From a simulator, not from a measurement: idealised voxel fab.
Name of the process module below: voxel gate over fins
Section shown: cut. Width: 230 nm. Cell size: 5 nm, square.
Each cross-section below is a grid of square cells, stated as bands in top-down order, with one or more rows of cells making up each band.
Band: top height; bottom height; in nm. Then, left to right: material with width in nm, for each material. "full width": a single material spanning edge to edge. "empty": empty space.
Beneath 0, the wafer as received is one material, and that level is where height counting begins. The lowest band goes on downward without a bottom; it is written like "0 -> down".
The notation "30->40" denotes a width that varies across the rows of cells in the band, beginning at the first number in the top row, finishing at the second number in the bottom row, and changing by an identical amount from each row to the next.
"no modification", as given for a step, is the statement that not any cell of the cross-section underwent a change during that step.
"Closed cavity list": sealed empty spaces, 8 cells or more, no open way to top, listed width x height at distance, with distance from the left edge and width, height and distance in nm.
That trailing text on a step's line, after the settings, is the simulator's own remark on the step.
overlay nm: right-of-plan distance of the mask on a masked step; negative values mean left-of-plan.
Note: before/after cross-section pairs follow, one process step per pair, after-side truncated at the lowest changed band, step and settings given beneath. Different runs of this module on the same starting wafer may supply the pairs; a pair continues the one above only where the "before" entry says so.
## before
	5 -> 0 = 70 SiN  15 SiO2  20 SiN  15 SiO2  20 SiN  15 SiO2  75 SiN
	0 -> -5 = 65 Si  25 SiO2  10 Si  25 SiO2  10 Si  25 SiO2  70 Si
	-5 -> down = Si full width
	Closed cavity list: none
## After the Step
	5 -> 0 = 70 SiN  15 empty  20 SiN  15 empty  20 SiN  15 empty  75 SiN
	0 -> -5 = 65 Si  25 empty  10 Si  25 empty  10 Si  25 empty  70 Si
	No changes below -5.
	Closed cavity list: none
Can you name the step between the two cross-sections above? It is SELECTIVE_ETCH, etch materials SiO2, depth nm 20
before: The cross-section prior to this step is the one presented after the step of the pair immediately above.
## After the Step
	0 -> -5 = 65 Si  25 empty  10 Si  25 empty  10 Si  25 empty  70 Si
	No changes below -5.
	Closed cavity list: none
Can you name the step between the two cross-sections above? It is STRIP, etch materials SiN
before: The cross-section prior to this step is the one presented after the step of the pair immediately above.
## After the Step
	5 -> 0 = 70 HfO2  15 empty  20 HfO2  15 empty  20 HfO2  15 empty  75 HfO2
	0 -> -5 = 65 Si  25 HfO2  10 Si  25 HfO2  10 Si  25 HfO2  70 Si
	No changes below -5.
	Closed cavity list: none
Can you name the step between the two cross-sections above? It is CONFORMAL_DEP, material HfO2, thk nm 5
before: The cross-section prior to this step is the one presented after the step of the pair immediately above.
## After the Step
	10 -> 5 = 75 TiN  5 empty  30 TiN  5 empty  30 TiN  5 empty  80 TiN
	5 -> 0 = 70 HfO2  15 TiN  20 HfO2  15 TiN  20 HfO2  15 TiN  75 HfO2
	No changes below 0.
	Closed cavity list: none
Can you name the step between the two cross-sections above? It is CONFORMAL_DEP, material TiN, thk nm 5
before: The cross-section prior to this step is the one presented after the step of the pair immediately above.
## After the Step
	25 -> 10 = W full width
	10 -> 5 = 75 TiN  5 W  30 TiN  5 W  30 TiN  5 W  80 TiN
	No changes below 5.
	Closed cavity list: none
Can you name the step between the two cross-sections above? It is FILL_DEP, material W, thk nm 15
before: The cross-section prior to this step is the one presented after the step of the pair immediately above.
## After the Step
	20 -> 10 = W full width
	No changes below 10.
	Closed cavity list: none
Can you name the step between the two cross-sections above? It is CMP, height nm 20
before: The cross-section prior to this step is the one presented after the step of the pair immediately above.
## After the Step
	25 -> 20 = SiCN full width
	No changes below 20.
	Closed cavity list: none
Can you name the step between the two cross-sections above? It is CONFORMAL_DEP, material SiCN, thk nm 5
